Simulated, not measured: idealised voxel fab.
process module | voxel self aligned vias
cross-section cut | 250 nm wide | cells 5 nm
A cross-section is a grid of square cells, given in bands from the top down. A band is one or more rows of cells.
Each band's line starts with the height of the band's top and of its bottom, in nm. Then come its materials from left to right, each with its width in nm. One material with "throughout" fills the band from edge to edge. "air" is empty space.
Height 0 is the level under which the wafer as received is all one material. The lowest band goes on downwards, as in "0 down".
A width such as "30 to 40" changes by the same amount from each row of cells to the next, from the band's top row to its bottom row.
"no change" after a step means that no cell of the cross-section changed.
closed voids: empty space of 8 cells or more with no open way to the top, each as width x height at its distance from the left edge, in nm
after a step's settings: what the simulator itself notes on the step
overlay nm, on a step with a mask: how far to the right of its planned place the mask lay; to the left if negative
plan
1 op RECEIVE | material Si
2 op CONFORMAL_DEP | material SiO2 | thk nm 10
3 op CONFORMAL_DEP | material SiCN | thk nm 5
4 op DIRECTIONAL_DEP | material SiO2 | thk nm 20
5 op PATTERN | tone open | mask id LINES | material resist | width nm 30 | pitch nm 55 | thk nm 15 | overlay nm 0
6 op DIRECTIONAL_ETCH | etch materials SiO2 | depth nm 20
7 op STRIP | etch materials resist
8 op CONFORMAL_DEP | material TiN | thk nm 5
9 op FILL_DEP | material Ru | thk nm 5
10 op CMP | height nm 35
11 op SELECTIVE_ETCH | etch materials W Ru TiN | depth nm 5
12 op FILL_DEP | material SiN | thk nm 10
13 op CMP | height nm 35
14 op DIRECTIONAL_DEP | material SiO2 | thk nm 20
15 op MASKED_ETCH | tone open | mask id VIAS | width nm 40 | pitch nm 55 | etch materials SiO2 | depth nm 20 | overlay nm 0
16 op MASKED_ETCH | tone open | mask id VIAS | width nm 40 | pitch nm 55 | etch materials SiN | depth nm 5 | overlay nm 0
17 op CONFORMAL_DEP | material TiN | thk nm 5
18 op FILL_DEP | material Ru | thk nm 10
19 op CMP | height nm 55
20 op CONFORMAL_DEP | material SiCN | thk nm 5
first wafer, as planned
as received, after step 1
  0 down: Si throughout
  closed voids: none
after step 2
  10 to 0: SiO2 throughout
  below 0: unchanged
after step 3
  15 to 10: SiCN throughout
  below 10: unchanged
after step 4
  35 to 15: SiO2 throughout
  below 15: unchanged
after step 5
  50 to 35: resist 55 | air 30 | resist 25 | air 30 | resist 25 | air 30 | resist 55
  below 35: unchanged
after step 6
  50 to 35: resist 55 | air 30 | resist 25 | air 30 | resist 25 | air 30 | resist 55
  35 to 15: SiO2 55 | air 30 | SiO2 25 | air 30 | SiO2 25 | air 30 | SiO2 55
  below 15: unchanged
after step 7
  35 to 15: SiO2 55 | air 30 | SiO2 25 | air 30 | SiO2 25 | air 30 | SiO2 55
  below 15: unchanged
after step 8
  40 to 35: TiN 60 | air 20 | TiN 35 | air 20 | TiN 35 | air 20 | TiN 60
  35 to 20: SiO2 55 | TiN 5 | air 20 | TiN 5 | SiO2 25 | TiN 5 | air 20 | TiN 5 | SiO2 25 | TiN 5 | air 20 | TiN 5 | SiO2 55
  20 to 15: SiO2 55 | TiN 30 | SiO2 25 | TiN 30 | SiO2 25 | TiN 30 | SiO2 55
  below 15: unchanged
after step 9
  45 to 40: Ru throughout
  40 to 35: TiN 60 | Ru 20 | TiN 35 | Ru 20 | TiN 35 | Ru 20 | TiN 60
  35 to 20: SiO2 55 | TiN 5 | Ru 20 | TiN 5 | SiO2 25 | TiN 5 | Ru 20 | TiN 5 | SiO2 25 | TiN 5 | Ru 20 | TiN 5 | SiO2 55
  below 20: unchanged
after step 10
  35 to 20: SiO2 55 | TiN 5 | Ru 20 | TiN 5 | SiO2 25 | TiN 5 | Ru 20 | TiN 5 | SiO2 25 | TiN 5 | Ru 20 | TiN 5 | SiO2 55
  below 20: unchanged
after step 11
  35 to 30: SiO2 55 | air 30 | SiO2 25 | air 30 | SiO2 25 | air 30 | SiO2 55
  below 30: unchanged
after step 12
  45 to 35: SiN throughout
  35 to 30: SiO2 55 | SiN 30 | SiO2 25 | SiN 30 | SiO2 25 | SiN 30 | SiO2 55
  below 30: unchanged
after step 13
  35 to 30: SiO2 55 | SiN 30 | SiO2 25 | SiN 30 | SiO2 25 | SiN 30 | SiO2 55
  below 30: unchanged
after step 14
  55 to 35: SiO2 throughout
  below 35: unchanged
after step 15
  55 to 35: SiO2 50 | air 40 | SiO2 15 | air 40 | SiO2 15 | air 40 | SiO2 50
  below 35: unchanged
after step 16
  55 to 35: SiO2 50 | air 40 | SiO2 15 | air 40 | SiO2 15 | air 40 | SiO2 50
  35 to 30: SiO2 55 | air 30 | SiO2 25 | air 30 | SiO2 25 | air 30 | SiO2 55
  below 30: unchanged
after step 17
  60 to 55: TiN 55 | air 30 | TiN 25 | air 30 | TiN 25 | air 30 | TiN 55
  55 to 40: SiO2 50 | TiN 5 | air 30 | TiN 5 | SiO2 15 | TiN 5 | air 30 | TiN 5 | SiO2 15 | TiN 5 | air 30 | TiN 5 | SiO2 50
  40 to 35: SiO2 50 | TiN 10 | air 20 | TiN 10 | SiO2 15 | TiN 10 | air 20 | TiN 10 | SiO2 15 | TiN 10 | air 20 | TiN 10 | SiO2 50
  35 to 30: SiO2 55 | TiN 30 | SiO2 25 | TiN 30 | SiO2 25 | TiN 30 | SiO2 55
  below 30: unchanged
after step 18
  70 to 60: Ru throughout
  60 to 55: TiN 55 | Ru 30 | TiN 25 | Ru 30 | TiN 25 | Ru 30 | TiN 55
  55 to 40: SiO2 50 | TiN 5 | Ru 30 | TiN 5 | SiO2 15 | TiN 5 | Ru 30 | TiN 5 | SiO2 15 | TiN 5 | Ru 30 | TiN 5 | SiO2 50
  40 to 35: SiO2 50 | TiN 10 | Ru 20 | TiN 10 | SiO2 15 | TiN 10 | Ru 20 | TiN 10 | SiO2 15 | TiN 10 | Ru 20 | TiN 10 | SiO2 50
  below 35: unchanged
after step 19
  55 to 40: SiO2 50 | TiN 5 | Ru 30 | TiN 5 | SiO2 15 | TiN 5 | Ru 30 | TiN 5 | SiO2 15 | TiN 5 | Ru 30 | TiN 5 | SiO2 50
  below 40: unchanged
after step 20
  60 to 55: SiCN throughout
  below 55: unchanged
second wafer: like start, like plan, one mistake. Through step 14 it matches the first wafer
when step 15 should have ended
  55 to 35: SiO2 50 | air 40 | SiO2 15 | air 40 | SiO2 15 | air 40 | SiO2 50
  35 to 30: SiO2 50 | air 5 | SiN 30 | air 5 | SiO2 15 | air 5 | SiN 30 | air 5 | SiO2 15 | air 5 | SiN 30 | air 5 | SiO2 50
  30 to 20: SiO2 50 | air 5 | TiN 5 | Ru 20 | TiN 5 | air 5 | SiO2 15 | air 5 | TiN 5 | Ru 20 | TiN 5 | air 5 | SiO2 15 | air 5 | TiN 5 | Ru 20 | TiN 5 | air 5 | SiO2 50
  20 to 15: SiO2 50 | air 5 | TiN 30 | air 5 | SiO2 15 | air 5 | TiN 30 | air 5 | SiO2 15 | air 5 | TiN 30 | air 5 | SiO2 50
  below 15: unchanged
when step 16 should have ended
  55 to 30: SiO2 50 | air 40 | SiO2 15 | air 40 | SiO2 15 | air 40 | SiO2 50
  below 30: unchanged
when step 17 should have ended
  60 to 55: TiN 55 | air 30 | TiN 25 | air 30 | TiN 25 | air 30 | TiN 55
  55 to 35: SiO2 50 | TiN 5 | air 30 | TiN 5 | SiO2 15 | TiN 5 | air 30 | TiN 5 | SiO2 15 | TiN 5 | air 30 | TiN 5 | SiO2 50
  35 to 30: SiO2 50 | TiN 40 | SiO2 15 | TiN 40 | SiO2 15 | TiN 40 | SiO2 50
  30 to 20: SiO2 50 | TiN 10 | Ru 20 | TiN 10 | SiO2 15 | TiN 10 | Ru 20 | TiN 10 | SiO2 15 | TiN 10 | Ru 20 | TiN 10 | SiO2 50
  20 to 15: SiO2 50 | TiN 40 | SiO2 15 | TiN 40 | SiO2 15 | TiN 40 | SiO2 50
  below 15: unchanged
when step 18 should have ended
  70 to 60: Ru throughout
  60 to 55: TiN 55 | Ru 30 | TiN 25 | Ru 30 | TiN 25 | Ru 30 | TiN 55
  55 to 35: SiO2 50 | TiN 5 | Ru 30 | TiN 5 | SiO2 15 | TiN 5 | Ru 30 | TiN 5 | SiO2 15 | TiN 5 | Ru 30 | TiN 5 | SiO2 50
  below 35: unchanged
when step 19 should have ended
  55 to 35: SiO2 50 | TiN 5 | Ru 30 | TiN 5 | SiO2 15 | TiN 5 | Ru 30 | TiN 5 | SiO2 15 | TiN 5 | Ru 30 | TiN 5 | SiO2 50
  below 35: unchanged
when step 20 should have ended
  60 to 55: SiCN throughout
  below 55: unchanged
what went wrong: step 15 was run twice
at the end the second wafer has, in cells: 6 more of Ru | 24 fewer of SiO2 | 18 more of TiN
